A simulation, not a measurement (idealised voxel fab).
A process module follows: voxel ribs on slabs.
Section shown: cut. Width: 285 nm. Cell size: 5 nm, square.
In this document a cross-section is written as a grid of square cells. It is given as a series of bands, listed from the top down, and a band is one or more rows of cells.
Quick guide to a band line: top height, bottom height (nm) up front; then every material left to right with its width in nm. Only one material and it's marked "everywhere"? Then it fills the band edge to edge. And "empty" just means empty space.
Beneath 0, the wafer as received is one material, and that level is where height counting begins. The lowest band goes on downward without a bottom; it is written like "0 -> down".
When a width is written as two numbers, as in "30..40", the first number is the width in the top row of cells of the band and the second is the width in its bottom row, and the width changes by the same amount from each row to the next.
"identical to before" after a step means that no cell of the cross-section changed.
"Voids, sealed" lists enclosed empty spaces (at least 8 cells, no open path upward to the top), each as width x height at distance from the left edge, in nm.
Step line, after settings: the simulator's comment on this step.
overlay nm: how far to the right of its planned place the mask lay on this masked step (negative: to the left).
LIST OF PLANNED PROCESS STEPS
1 RECEIVE with material Si
2 DIRECTIONAL_DEP with material SiO2, thk nm 20
3 DIRECTIONAL_DEP with material polySi, thk nm 25
4 PATTERN with tone cover, mask id RIB, material resist, width nm 30, thk nm 20, overlay nm 0
5 DIRECTIONAL_ETCH with etch materials polySi, depth nm 5
6 STRIP with etch materials resist
7 PATTERN with tone cover, mask id SLAB, material resist, width nm 60, thk nm 15, overlay nm 0
8 DIRECTIONAL_ETCH with etch materials polySi, depth nm 20
9 STRIP with etch materials resist
10 FILL_DEP with material SiO2, thk nm 30
11 CMP with height nm 65
12 DIRECTIONAL_DEP with material W, thk nm 10
13 PATTERN with tone cover, mask id HEATER, material resist, width nm 40, thk nm 15, overlay nm 0
14 DIRECTIONAL_ETCH with etch materials W, depth nm 10
15 STRIP with etch materials resist
16 CONFORMAL_DEP with material SiN, thk nm 5
WAFER AT RECEIPT (POST STEP 1), CROSS-SECTION
	0 -> down  Si everywhere
	Voids, sealed: none
FINAL WAFER PROFILE IN CROSS-SECTION AFTER THE MODULE, FROM THE SAME START AND PLAN AS ABOVE, WITH ONE MISTAKE MADE DURING PROCESSING
	80 -> 75  empty 115 nm, SiN 50 nm, empty 120 nm
	75 -> 70  empty 115 nm, SiN 5 nm, W 40 nm, SiN 5 nm, empty 120 nm
	70 -> 65  SiN 120 nm, W 40 nm, SiN 125 nm
	65 -> 25  SiO2 everywhere
	25 -> 0  polySi everywhere
	0 -> down  Si everywhere
	Voids, sealed: none
It is concluded that the wafer was processed incorrectly with respect to the plan, in that steps 2 and 3 run out of order (swapped)
